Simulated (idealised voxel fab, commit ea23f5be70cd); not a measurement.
process module | voxel double patterning
cross-section cut | 190 nm wide | cells 5 nm
A cross-section is a grid of square cells, given in bands from the top down. A band is one or more rows of cells.
Each band's line starts with the height of the band's top and of its bottom, in nm. Then come its materials from left to right, each with its width in nm. One material with "throughout" fills the band from edge to edge. "air" is empty space.
Height 0 is the level under which the wafer as received is all one material. The lowest band goes on downwards, as in "0 down".
A width such as "30 to 40" changes by the same amount from each row of cells to the next, from the band's top row to its bottom row.
"no change" after a step means that no cell of the cross-section changed.
closed voids: empty space of 8 cells or more with no open way to the top, each as width x height at its distance from the left edge, in nm
after a step's settings: what the simulator itself notes on the step
overlay nm, on a step with a mask: how far to the right of its planned place the mask lay; to the left if negative
plan
1 op RECEIVE | material Si
2 op CONFORMAL_DEP | material SiO2 | thk nm 5
3 op DIRECTIONAL_DEP | material TiN | thk nm 10
4 op DIRECTIONAL_DEP | material SiN | thk nm 5
5 op PATTERN | tone open | mask id FIRST | material resist | width nm 15 | pitch nm 50 | thk nm 20 | overlay nm 0
6 op DIRECTIONAL_ETCH | etch materials SiN | depth nm 5
7 op STRIP | etch materials resist
8 op DIRECTIONAL_DEP | material aC | thk nm 10
9 op PATTERN | tone open | mask id SECOND | material resist | width nm 15 | thk nm 25 | overlay nm 0
10 op DIRECTIONAL_ETCH | etch materials aC | depth nm 10
11 op STRIP | etch materials resist
12 op DIRECTIONAL_ETCH | etch materials SiN | depth nm 5
13 op STRIP | etch materials aC
14 op DIRECTIONAL_ETCH | etch materials TiN | depth nm 10
15 op STRIP | etch materials SiN
first wafer, as planned
as received, after step 1
  0 down: Si throughout
  closed voids: none
after step 2
  5 to 0: SiO2 throughout
  below 0: unchanged
after step 3
  15 to 5: TiN throughout
  below 5: unchanged
after step 4
  20 to 15: SiN throughout
  below 15: unchanged
after step 5
  40 to 20: resist 60 | air 15 | resist 35 | air 15 | resist 65
  below 20: unchanged
after step 6
  40 to 20: resist 60 | air 15 | resist 35 | air 15 | resist 65
  20 to 15: SiN 60 | air 15 | SiN 35 | air 15 | SiN 65
  below 15: unchanged
after step 7
  20 to 15: SiN 60 | air 15 | SiN 35 | air 15 | SiN 65
  below 15: unchanged
after step 8
  30 to 25: aC 60 | air 15 | aC 35 | air 15 | aC 65
  25 to 20: aC throughout
  20 to 15: SiN 60 | aC 15 | SiN 35 | aC 15 | SiN 65
  below 15: unchanged
after step 9
  55 to 30: resist 85 | air 15 | resist 90
  30 to 25: aC 60 | resist 15 | aC 35 | resist 15 | aC 65
  below 25: unchanged
after step 10
  45 to 30: resist 85 | air 15 | resist 90
  30 to 25: aC 60 | resist 15 | aC 10 | air 15 | aC 10 | resist 15 | aC 65
  25 to 20: aC 85 | air 15 | aC 90
  below 20: unchanged
after step 11
  30 to 25: aC 60 | air 15 | aC 10 | air 15 | aC 10 | air 15 | aC 65
  below 25: unchanged
after step 12
  30 to 25: aC 60 | air 15 | aC 10 | air 15 | aC 10 | air 15 | aC 65
  25 to 20: aC 85 | air 15 | aC 90
  20 to 15: SiN 60 | aC 15 | SiN 10 | air 15 | SiN 10 | aC 15 | SiN 65
  below 15: unchanged
after step 13
  20 to 15: SiN 60 | air 15 | SiN 10 | air 15 | SiN 10 | air 15 | SiN 65
  below 15: unchanged
after step 14
  20 to 15: SiN 60 | air 15 | SiN 10 | air 15 | SiN 10 | air 15 | SiN 65
  15 to 5: TiN 60 | air 15 | TiN 10 | air 15 | TiN 10 | air 15 | TiN 65
  below 5: unchanged
after step 15
  15 to 5: TiN 60 | air 15 | TiN 10 | air 15 | TiN 10 | air 15 | TiN 65
  below 5: unchanged
second wafer: like start, like plan, one mistake. Through step 12 it matches the first wafer
when step 13 should have ended
  20 to 15: SiN 60 | air 15 | SiN 10 | air 15 | SiN 10 | air 15 | SiN 65
  below 15: unchanged
when step 14 should have ended
  20 to 15: SiN 60 | air 15 | SiN 10 | air 15 | SiN 10 | air 15 | SiN 65
  15 to 5: TiN 60 | air 15 | TiN 10 | air 15 | TiN 10 | air 15 | TiN 65
  below 5: unchanged
when step 15 should have ended
  15 to 5: TiN 60 | air 15 | TiN 10 | air 15 | TiN 10 | air 15 | TiN 65
  below 5: unchanged
what went wrong: step 13 was run twice
at the end the two cross-sections are the same: no effect in what this model computes
